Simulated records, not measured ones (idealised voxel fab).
process module | voxel fin reveal
Cross-section cut: width 165 nm, square cells of 5 nm.
Bands, listed from the top down, are how a cross-section gets written in this document; the cross-section itself is a grid of square cells, and a band is one or more rows of them.
Heads up on the band format: heights come first, top then bottom, in nm. After that it's the materials left to right, each with its width in nm. A single material flagged "everywhere" fills the whole band edge to edge, and "empty" means there's empty space there.
Heights are reckoned from 0. Under this level, the received wafer is all of one material. The bottommost band is open-ended downward, for example "0 and below".
With a width like "30->40", each row of cells in the band differs from the next by the same amount, the top row carrying the first number and the bottom row the second.
No cell of the cross-section changed in a step that is given as "remained the same".
You'll see "Listed closed voids" listing empty spaces that have no way open to the top, as long as they're 8 cells or more; the notation is width x height at distance, where the distance is from the left edge, and all of it is in nm.
On a step's line, text after the settings is the simulator commenting on that step.
Regarding "overlay nm": on a step with a mask, it is the distance the mask lay to the right of its planned place; a negative value places it to the left.

The following list gives the planned process steps:
1: op RECEIVE | material Si
2: op CONFORMAL_DEP | material SiN | thk nm 10
3: op DIRECTIONAL_DEP | material aC | thk nm 10
4: op PATTERN | tone cover | mask id FINS | material resist | width nm 15 | pitch nm 40 | thk nm 25 | overlay nm 0
5: op DIRECTIONAL_ETCH | etch materials aC | depth nm 10
6: op STRIP | etch materials resist
7: op DIRECTIONAL_ETCH | etch materials SiN | depth nm 10
8: op DIRECTIONAL_ETCH | etch materials Si | depth nm 35
9: op STRIP | etch materials aC
10: op OXIDIZE | depth nm 5
11: op FILL_DEP | material SiO2 | thk nm 10
12: op CMP | height nm 10
13: op SELECTIVE_ETCH | etch materials SiO2 | depth nm 35
14: op STRIP | etch materials SiN
15: op CONFORMAL_DEP | material HfO2 | thk nm 5

What follows covers the first of two wafers; it ran as planned:

Cross-section of the wafer as it came to us, i.e., already through step 1:
- 0 and below | Si everywhere
- Listed closed voids: none

Wafer after step 2 (cross-section):
- 10 down to 0 | SiN everywhere
- Below a height of 0, the structure has not been altered.

Wafer after step 3 (cross-section):
- 20 down to 10 | aC everywhere
- Below a height of 10, the structure has not been altered.

Wafer after step 4 (cross-section):
- 45 down to 20 | empty (15), resist (15), empty (25), resist (15), empty (25), resist (15), empty (25), resist (15), empty (15)
- Below a height of 20, the structure has not been altered.

Wafer after step 5 (cross-section):
- 35 down to 20 | empty (15), resist (15), empty (25), resist (15), empty (25), resist (15), empty (25), resist (15), empty (15)
- 20 down to 10 | empty (15), aC (15), empty (25), aC (15), empty (25), aC (15), empty (25), aC (15), empty (15)
- Below a height of 10, the structure has not been altered.

Wafer after step 6 (cross-section):
- 20 down to 10 | empty (15), aC (15), empty (25), aC (15), empty (25), aC (15), empty (25), aC (15), empty (15)
- Below a height of 10, the structure has not been altered.

Wafer after step 7 (cross-section):
- 20 down to 10 | empty (15), aC (15), empty (25), aC (15), empty (25), aC (15), empty (25), aC (15), empty (15)
- 10 down to 0 | empty (15), SiN (15), empty (25), SiN (15), empty (25), SiN (15), empty (25), SiN (15), empty (15)
- Below a height of 0, the structure has not been altered.

Wafer after step 8 (cross-section):
- 20 down to 10 | empty (15), aC (15), empty (25), aC (15), empty (25), aC (15), empty (25), aC (15), empty (15)
- 10 down to 0 | empty (15), SiN (15), empty (25), SiN (15), empty (25), SiN (15), empty (25), SiN (15), empty (15)
- 0 down to -35 | empty (15), Si (15), empty (25), Si (15), empty (25), Si (15), empty (25), Si (15), empty (15)
- Below a height of -35, the structure has not been altered.

Wafer after step 9 (cross-section):
- 10 down to 0 | empty (15), SiN (15), empty (25), SiN (15), empty (25), SiN (15), empty (25), SiN (15), empty (15)
- Below a height of 0, the structure has not been altered.

Wafer after step 10 (cross-section):
- 10 down to 0 | empty (15), SiN (15), empty (25), SiN (15), empty (25), SiN (15), empty (25), SiN (15), empty (15)
- 0 down to -35 | empty (15), SiO2 (5), Si (5), SiO2 (5), empty (25), SiO2 (5), Si (5), SiO2 (5), empty (25), SiO2 (5), Si (5), SiO2 (5), empty (25), SiO2 (5), Si (5), SiO2 (5), empty (15)
- -35 down to -40 | SiO2 (20), Si (5), SiO2 (35), Si (5), SiO2 (35), Si (5), SiO2 (35), Si (5), SiO2 (20)
- Below a height of -40, the structure has not been altered.

Wafer after step 11 (cross-section):
- 20 down to 10 | SiO2 everywhere
- 10 down to 0 | SiO2 (15), SiN (15), SiO2 (25), SiN (15), SiO2 (25), SiN (15), SiO2 (25), SiN (15), SiO2 (15)
- 0 down to -40 | SiO2 (20), Si (5), SiO2 (35), Si (5), SiO2 (35), Si (5), SiO2 (35), Si (5), SiO2 (20)
- Below a height of -40, the structure has not been altered.

Wafer after step 12 (cross-section):
- 10 down to 0 | SiO2 (15), SiN (15), SiO2 (25), SiN (15), SiO2 (25), SiN (15), SiO2 (25), SiN (15), SiO2 (15)
- Below a height of 0, the structure has not been altered.

Wafer after step 13 (cross-section):
- 10 down to 0 | empty (15), SiN (15), empty (25), SiN (15), empty (25), SiN (15), empty (25), SiN (15), empty (15)
- 0 down to -25 | empty (20), Si (5), empty (35), Si (5), empty (35), Si (5), empty (35), Si (5), empty (20)
- Below a height of -25, the structure has not been altered.

Wafer after step 14 (cross-section):
- 0 down to -25 | empty (20), Si (5), empty (35), Si (5), empty (35), Si (5), empty (35), Si (5), empty (20)
- Below a height of -25, the structure has not been altered.

Wafer after step 15 (cross-section):
- 5 down to 0 | empty (15), HfO2 (15), empty (25), HfO2 (15), empty (25), HfO2 (15), empty (25), HfO2 (15), empty (15)
- 0 down to -20 | empty (15), HfO2 (5), Si (5), HfO2 (5), empty (25), HfO2 (5), Si (5), HfO2 (5), empty (25), HfO2 (5), Si (5), HfO2 (5), empty (25), HfO2 (5), Si (5), HfO2 (5), empty (15)
- -20 down to -25 | HfO2 (20), Si (5), HfO2 (35), Si (5), HfO2 (35), Si (5), HfO2 (35), Si (5), HfO2 (20)
- Below a height of -25, the structure has not been altered.

Second wafer: like start, like plan, one mistake. Through step 7 it matches the first wafer:

Second wafer cross-section, taken as of the time the plan sets for step 8 to be done:
- 20 down to 10 | empty (15), aC (15), empty (25), aC (15), empty (25), aC (15), empty (25), aC (15), empty (15)
- 10 down to 0 | empty (15), SiN (15), empty (25), SiN (15), empty (25), SiN (15), empty (25), SiN (15), empty (15)
- 0 down to -40 | empty (15), Si (15), empty (25), Si (15), empty (25), Si (15), empty (25), Si (15), empty (15)
- Below a height of -40, the structure has not been altered.

Second wafer cross-section, taken as of the time the plan sets for step 9 to be done:
- 10 down to 0 | empty (15), SiN (15), empty (25), SiN (15), empty (25), SiN (15), empty (25), SiN (15), empty (15)
- Below a height of 0, the structure has not been altered.

Second wafer cross-section, taken as of the time the plan sets for step 10 to be done:
- 10 down to 0 | empty (15), SiN (15), empty (25), SiN (15), empty (25), SiN (15), empty (25), SiN (15), empty (15)
- 0 down to -40 | empty (15), SiO2 (5), Si (5), SiO2 (5), empty (25), SiO2 (5), Si (5), SiO2 (5), empty (25), SiO2 (5), Si (5), SiO2 (5), empty (25), SiO2 (5), Si (5), SiO2 (5), empty (15)
- -40 down to -45 | SiO2 (20), Si (5), SiO2 (35), Si (5), SiO2 (35), Si (5), SiO2 (35), Si (5), SiO2 (20)
- Below a height of -45, the structure has not been altered.

Second wafer cross-section, taken as of the time the plan sets for step 11 to be done:
- 20 down to 10 | SiO2 everywhere
- 10 down to 0 | SiO2 (15), SiN (15), SiO2 (25), SiN (15), SiO2 (25), SiN (15), SiO2 (25), SiN (15), SiO2 (15)
- 0 down to -45 | SiO2 (20), Si (5), SiO2 (35), Si (5), SiO2 (35), Si (5), SiO2 (35), Si (5), SiO2 (20)
- Below a height of -45, the structure has not been altered.

Second wafer cross-section, taken as of the time the plan sets for step 12 to be done:
- 10 down to 0 | SiO2 (15), SiN (15), SiO2 (25), SiN (15), SiO2 (25), SiN (15), SiO2 (25), SiN (15), SiO2 (15)
- Below a height of 0, the structure has not been altered.

Second wafer cross-section, taken as of the time the plan sets for step 13 to be done:
- 10 down to 0 | empty (15), SiN (15), empty (25), SiN (15), empty (25), SiN (15), empty (25), SiN (15), empty (15)
- 0 down to -25 | empty (20), Si (5), empty (35), Si (5), empty (35), Si (5), empty (35), Si (5), empty (20)
- Below a height of -25, the structure has not been altered.

Second wafer cross-section, taken as of the time the plan sets for step 14 to be done:
- 0 down to -25 | empty (20), Si (5), empty (35), Si (5), empty (35), Si (5), empty (35), Si (5), empty (20)
- Below a height of -25, the structure has not been altered.

Second wafer cross-section, taken as of the time the plan sets for step 15 to be done:
- 5 down to 0 | empty (15), HfO2 (15), empty (25), HfO2 (15), empty (25), HfO2 (15), empty (25), HfO2 (15), empty (15)
- 0 down to -20 | empty (15), HfO2 (5), Si (5), HfO2 (5), empty (25), HfO2 (5), Si (5), HfO2 (5), empty (25), HfO2 (5), Si (5), HfO2 (5), empty (25), HfO2 (5), Si (5), HfO2 (5), empty (15)
- -20 down to -25 | HfO2 (20), Si (5), HfO2 (35), Si (5), HfO2 (35), Si (5), HfO2 (35), Si (5), HfO2 (20)
- Below a height of -25, the structure has not been altered.
Short version of what went wrong: step 8, actual vs plan mismatch, actual run op DIRECTIONAL_ETCH | etch materials Si | depth nm 40
End check, counted in cells, second wafer has more or fewer of these materials than the first: -29 Si | +29 SiO2
